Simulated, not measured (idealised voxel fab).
Process module name: voxel trench capacitor
For reference, the cross-section in this document is cut, with width 160 nm and square cells of 5 nm.
For the purposes of this document, a cross-section shall be understood as a grid of square cells, specified as bands listed in top-to-bottom order, each band consisting of one or more rows of cells.
Band: top and bottom heights (nm) first, top before bottom; then materials from left to right, widths in nm. "everywhere" marks a sole material filling the band edge to edge. "blank" denotes empty space.
The reference from which all heights are counted is 0, the level beneath which the as-received wafer is entirely one material; the lowest band, having no lower bound, proceeds downward and is written after the example "0 -> down".
It should be noted that a width expressed as "30 to 40" varies in equal increments from row to row of cells within the band, taking the value of the first number at the top row and that of the second number at the bottom row.
The designation "no alteration", where it is given for a processing step, indicates that no cell of the cross-section was altered in the course of that step.
This entry, "Non-vented voids", enumerates those empty regions of no fewer than 8 cells that possess no open connection to the top. Each region is reported in the form width x height at distance, the distance being taken from the left edge, with all three quantities expressed in nm.
Post-settings text on a step line: simulator's own remark regarding the step.
A step's line can hold "overlay nm"; with a mask on that step, the setting says how far right of the planned place the mask lay, while a negative setting says it lay to the left.
[The following list gives the planned process steps]
1. RECEIVE, material Si
2. CONFORMAL_DEP, material SiN, thk nm 10
3. PATTERN, tone open, mask id TRENCH, material resist, width nm 25, pitch nm 40, thk nm 20, overlay nm 0
4. DIRECTIONAL_ETCH, etch materials SiN, depth nm 10
5. DIRECTIONAL_ETCH, etch materials Si, depth nm 35
6. STRIP, etch materials resist
7. CONFORMAL_DEP, material Al2O3, thk nm 5
8. FILL_DEP, material polySi, thk nm 10
9. CMP, height nm 10
[First of the two wafers, run per plan]
[As-received wafer cross-section (after step 1)]
    0 -> down: Si everywhere
    Non-vented voids: none
[after step 2]
    10 -> 0: SiN everywhere
    Below 0, the layers are the same as they were.
[after step 3]
    30 -> 10: resist=45, then blank=25, then resist=15, then blank=25, then resist=50
    Below 10, the layers are the same as they were.
[after step 4]
    30 -> 10: resist=45, then blank=25, then resist=15, then blank=25, then resist=50
    10 -> 0: SiN=45, then blank=25, then SiN=15, then blank=25, then SiN=50
    Below 0, the layers are the same as they were.
[after step 5]
    30 -> 10: resist=45, then blank=25, then resist=15, then blank=25, then resist=50
    10 -> 0: SiN=45, then blank=25, then SiN=15, then blank=25, then SiN=50
    0 -> -35: Si=45, then blank=25, then Si=15, then blank=25, then Si=50
    Below -35, the layers are the same as they were.
[after step 6]
    10 -> 0: SiN=45, then blank=25, then SiN=15, then blank=25, then SiN=50
    Below 0, the layers are the same as they were.
[after step 7]
    15 -> 10: Al2O3=50, then blank=15, then Al2O3=25, then blank=15, then Al2O3=55
    10 -> 0: SiN=45, then Al2O3=5, then blank=15, then Al2O3=5, then SiN=15, then Al2O3=5, then blank=15, then Al2O3=5, then SiN=50
    0 -> -30: Si=45, then Al2O3=5, then blank=15, then Al2O3=5, then Si=15, then Al2O3=5, then blank=15, then Al2O3=5, then Si=50
    -30 -> -35: Si=45, then Al2O3=25, then Si=15, then Al2O3=25, then Si=50
    Below -35, the layers are the same as they were.
[after step 8]
    25 -> 15: polySi everywhere
    15 -> 10: Al2O3=50, then polySi=15, then Al2O3=25, then polySi=15, then Al2O3=55
    10 -> 0: SiN=45, then Al2O3=5, then polySi=15, then Al2O3=5, then SiN=15, then Al2O3=5, then polySi=15, then Al2O3=5, then SiN=50
    0 -> -30: Si=45, then Al2O3=5, then polySi=15, then Al2O3=5, then Si=15, then Al2O3=5, then polySi=15, then Al2O3=5, then Si=50
    Below -30, the layers are the same as they were.
[after step 9]
    10 -> 0: SiN=45, then Al2O3=5, then polySi=15, then Al2O3=5, then SiN=15, then Al2O3=5, then polySi=15, then Al2O3=5, then SiN=50
    Below 0, the layers are the same as they were.
[Wafer two: like wafer one in start and plan, but with one mistake in execution; identical up to and including step 2]
[Second wafer, section view, time point: scheduled end of step 3]
    30 -> 10: resist=50, then blank=15, then resist=25, then blank=15, then resist=55
    Below 10, the layers are the same as they were.
[Second wafer, section view, time point: scheduled end of step 4]
    30 -> 10: resist=50, then blank=15, then resist=25, then blank=15, then resist=55
    10 -> 0: SiN=50, then blank=15, then SiN=25, then blank=15, then SiN=55
    Below 0, the layers are the same as they were.
[Second wafer, section view, time point: scheduled end of step 5]
    30 -> 10: resist=50, then blank=15, then resist=25, then blank=15, then resist=55
    10 -> 0: SiN=50, then blank=15, then SiN=25, then blank=15, then SiN=55
    0 -> -35: Si=50, then blank=15, then Si=25, then blank=15, then Si=55
    Below -35, the layers are the same as they were.
[Second wafer, section view, time point: scheduled end of step 6]
    10 -> 0: SiN=50, then blank=15, then SiN=25, then blank=15, then SiN=55
    Below 0, the layers are the same as they were.
[Second wafer, section view, time point: scheduled end of step 7]
    15 -> 10: Al2O3=55, then blank=5, then Al2O3=35, then blank=5, then Al2O3=60
    10 -> 0: SiN=50, then Al2O3=5, then blank=5, then Al2O3=5, then SiN=25, then Al2O3=5, then blank=5, then Al2O3=5, then SiN=55
    0 -> -30: Si=50, then Al2O3=5, then blank=5, then Al2O3=5, then Si=25, then Al2O3=5, then blank=5, then Al2O3=5, then Si=55
    -30 -> -35: Si=50, then Al2O3=15, then Si=25, then Al2O3=15, then Si=55
    Below -35, the layers are the same as they were.
[Second wafer, section view, time point: scheduled end of step 8]
    25 -> 15: polySi everywhere
    15 -> 10: Al2O3=55, then polySi=5, then Al2O3=35, then polySi=5, then Al2O3=60
    10 -> 0: SiN=50, then Al2O3=5, then polySi=5, then Al2O3=5, then SiN=25, then Al2O3=5, then polySi=5, then Al2O3=5, then SiN=55
    0 -> -30: Si=50, then Al2O3=5, then polySi=5, then Al2O3=5, then Si=25, then Al2O3=5, then polySi=5, then Al2O3=5, then Si=55
    Below -30, the layers are the same as they were.
[Second wafer, section view, time point: scheduled end of step 9]
    10 -> 0: SiN=50, then Al2O3=5, then polySi=5, then Al2O3=5, then SiN=25, then Al2O3=5, then polySi=5, then Al2O3=5, then SiN=55
    Below 0, the layers are the same as they were.
Want to know what went wrong? step 3 ran as: PATTERN, tone open, mask id TRENCH, material resist, width nm 15, pitch nm 40, thk nm 20, overlay nm 0
Final difference in cells, second wafer against first, listed per material as more or fewer: Al2O3: 4 fewer, Si: 28 more, SiN: 8 more, polySi: 32 fewer
